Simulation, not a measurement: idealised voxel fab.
voxel ribs on slabs: a process module
Section shown: cut. Width: 150 nm. Cell size: 5 nm, square.
A cross-section is a grid of square cells, given in bands from the top down. A band is one or more rows of cells.
In this notation a band is specified by the heights of its top and bottom, in that order and in nm, after which its materials appear from left to right, each paired with its width in nm. The word "all across" attached to a single material means that material fills the band from edge to edge; the word "air" stands for empty space.
Note: height 0 marks the level under which the wafer is uniformly one material as received. Lowest band unbounded below, written "0 and below".
When a width is written as two numbers, as in "30 to 40", the first number is the width in the top row of cells of the band and the second is the width in its bottom row, and the width changes by the same amount from each row to the next.
Where a step carries "remained the same", the cross-section came out of it unchanged, cell for cell.
Entry "Trapped cavities" = empty spaces >= 8 cells with no open way to the top; each as width x height at distance, distance from left edge, all nm.
Anything after a step's settings on that line? It's the simulator's own note about the step.
A step line may carry the setting "overlay nm", which, for steps involving a mask, states the distance by which the mask lay to the right of its intended position; negative values denote displacement to the left.
[Steps in the process plan]
1 op RECEIVE | material Si
2 op DIRECTIONAL_DEP | material SiO2 | thk nm 25
3 op DIRECTIONAL_DEP | material polySi | thk nm 25
4 op MASKED_ETCH | tone cover | mask id RIB | width nm 20 | etch materials polySi | depth nm 5 | overlay nm 0
5 op MASKED_ETCH | tone cover | mask id SLAB | width nm 50 | etch materials polySi | depth nm 20 | overlay nm 0
6 op FILL_DEP | material SiO2 | thk nm 25
7 op CMP | height nm 65
8 op DIRECTIONAL_DEP | material W | thk nm 5
9 op DIRECTIONAL_DEP | material aC | thk nm 10
10 op PATTERN | tone cover | mask id HEATER | material resist | width nm 30 | thk nm 25 | overlay nm -15
11 op DIRECTIONAL_ETCH | etch materials aC | depth nm 10
12 op STRIP | etch materials resist
13 op DIRECTIONAL_ETCH | etch materials W | depth nm 5
14 op STRIP | etch materials aC
15 op CONFORMAL_DEP | material SiN | thk nm 5
Same starting wafers, different overlay nm at step 10. Plan value belongs to the first wafer.
[Cross-sectional view of the first of several wafers in the as-received condition, corresponding to the state following step 1]
> 0 and below  Si all across
> Trapped cavities: none
[First of several wafers: cross-section at the end of the module, after step 15, its last step]
> 75 down to 70  40 air; 40 SiN; 70 air
> 70 down to 65  45 SiN; 30 W; 75 SiN
> 65 down to 50  SiO2 all across
> 50 down to 45  65 SiO2; 20 polySi; 65 SiO2
> 45 down to 25  50 SiO2; 50 polySi; 50 SiO2
> 25 down to 0  SiO2 all across
> 0 and below  Si all across
> Trapped cavities: none
[End of module: cross-section, last of several wafers]
> 75 down to 70  70 air; 40 SiN; 40 air
> 70 down to 65  75 SiN; 30 W; 45 SiN
> 65 down to 50  SiO2 all across
> 50 down to 45  65 SiO2; 20 polySi; 65 SiO2
> 45 down to 25  50 SiO2; 50 polySi; 50 SiO2
> 25 down to 0  SiO2 all across
> 0 and below  Si all across
> Trapped cavities: none
[Where each wafer stands at the end of the module, a row apiece: cells of each material gained (+) or lost (-) since it was received, then closed voids]
overlay nm -15, +32 SiN, +346 SiO2, +6 W, +44 polySi, Trapped cavities: none
overlay nm -10, +32 SiN, +346 SiO2, +6 W, +44 polySi, Trapped cavities: none
overlay nm -5, +32 SiN, +346 SiO2, +6 W, +44 polySi, Trapped cavities: none
overlay nm 0, +32 SiN, +346 SiO2, +6 W, +44 polySi, Trapped cavities: none
overlay nm 5, +32 SiN, +346 SiO2, +6 W, +44 polySi, Trapped cavities: none
overlay nm 10, +32 SiN, +346 SiO2, +6 W, +44 polySi, Trapped cavities: none
overlay nm 15, +32 SiN, +346 SiO2, +6 W, +44 polySi, Trapped cavities: none
